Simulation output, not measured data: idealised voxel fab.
This section sets out a process module, namely voxel fin reveal.
Section cut is 165 nm wide and gridded with 5 nm square cells.
In what follows, cross-sections appear as grids of square cells, described through bands that run from the top down, where every band is one or more rows of cells. Band: top height; bottom height; in nm. Then, left to right: material with width in nm, for each material. "everywhere": a single material spanning edge to edge. "blank": empty space. Heads up on the height convention: 0 is the point under which the incoming wafer is all one material, and the lowest band has no bottom, it just keeps going down, like "from 0 down". Graded width ("30..40"): value in top row of band = first number; value in bottom row = second number; row-to-row change constant. Any step labelled "identical to before" changed none of the cells in the cross-section. This entry, "Closed cavity list", enumerates those empty regions of no fewer than 8 cells that possess no open connection to the top. Each region is reported in the form width x height at distance, the distance being taken from the left edge, with all three quantities expressed in nm. Post-settings text on a step line: simulator's own remark regarding the step. What "overlay nm" on a step's line means: if the step has a mask, that mask lay this far to the right of its planned place, or, when the value is negative, to the left.
**Planned process steps**
1) RECEIVE [material Si]
2) CONFORMAL_DEP [material SiN] [thk nm 5]
3) MASKED_ETCH [tone cover] [mask id FINS] [width nm 15] [pitch nm 40] [etch materials SiN] [depth nm 5] [overlay nm 0]
4) MASKED_ETCH [tone cover] [mask id FINS] [width nm 15] [pitch nm 40] [etch materials Si] [depth nm 40] [overlay nm 0]
5) OXIDIZE [depth nm 5]
6) FILL_DEP [material SiO2] [thk nm 5]
7) CMP [height nm 5]
8) SELECTIVE_ETCH [etch materials SiO2] [depth nm 30]
9) STRIP [etch materials SiN]
**Cross-sectional view of the wafer in its as-received condition, corresponding to the state after step 1**
  from 0 down: Si everywhere
  Closed cavity list: none
**Cross-section: first of two wafers, module finished, run according to plan**
  from 0 to -25: 20 of blank / 5 of Si / 35 of blank / 5 of Si / 35 of blank / 5 of Si / 35 of blank / 5 of Si / 20 of blank
  from -25 to -45: 20 of SiO2 / 5 of Si / 35 of SiO2 / 5 of Si / 35 of SiO2 / 5 of Si / 35 of SiO2 / 5 of Si / 20 of SiO2
  from -45 down: Si everywhere
  Closed cavity list: none
**Same start, same plan as the first wafer - but one mistake in the run. Cross-section of the second of the two at the end of the module**
  from 0 to -5: 10 of Si / 25 of blank / 15 of Si / 25 of blank / 15 of Si / 25 of blank / 15 of Si / 25 of blank / 10 of Si
  from -5 down: Si everywhere
  Closed cavity list: none
what went wrong: step 3 deviated from plan and actually ran as MASKED_ETCH [tone open] [mask id FINS] [width nm 15] [pitch nm 40] [etch materials SiN] [depth nm 5] [overlay nm 0]
Final comparison by cell count, materials where the second wafer has more or fewer than the first: 241 more of Si; 116 fewer of SiO2
